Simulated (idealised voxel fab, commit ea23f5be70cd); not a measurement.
process module | voxel local oxidation
cross-section cut | 285 nm wide | cells 5 nm
A cross-section is a grid of square cells, given in bands from the top down. A band is one or more rows of cells.
Each band's line starts with the height of the band's top and of its bottom, in nm. Then come its materials from left to right, each with its width in nm. One material with "throughout" fills the band from edge to edge. "air" is empty space.
Height 0 is the level under which the wafer as received is all one material. The lowest band goes on downwards, as in "0 down".
A width such as "30 to 40" changes by the same amount from each row of cells to the next, from the band's top row to its bottom row.
"no change" after a step means that no cell of the cross-section changed.
closed voids: empty space of 8 cells or more with no open way to the top, each as width x height at its distance from the left edge, in nm
after a step's settings: what the simulator itself notes on the step
overlay nm, on a step with a mask: how far to the right of its planned place the mask lay; to the left if negative
plan
1 op RECEIVE | material Si
2 op OXIDIZE | depth nm 5
3 op CONFORMAL_DEP | material SiN | thk nm 15
4 op DIRECTIONAL_DEP | material aC | thk nm 10
5 op PATTERN | tone cover | mask id ACTIVE | material resist | width nm 95 | pitch nm 125 | thk nm 25 | overlay nm 0
6 op DIRECTIONAL_ETCH | etch materials aC | depth nm 10
7 op STRIP | etch materials resist
8 op DIRECTIONAL_ETCH | etch materials SiN | depth nm 15
9 op STRIP | etch materials aC
10 op SELECTIVE_ETCH | etch materials SiO2 | depth nm 5
11 op OXIDIZE | depth nm 15
12 op STRIP | etch materials SiN
varied across the wafers: width nm of step 5. The plan shows the first wafer's value. All wafers start alike
first wafer as received, after step 1
  0 down: Si throughout
  closed voids: none
each wafer at the end: cells of each material gained (+) or lost (-) since it was received, then its closed voids
width nm 95 | -162 Si | +139 SiO2 | closed voids: none
width nm 100 | -156 Si | +135 SiO2 | closed voids: none
width nm 105 | -150 Si | +131 SiO2 | closed voids: none
width nm 110 | -144 Si | +127 SiO2 | closed voids: none
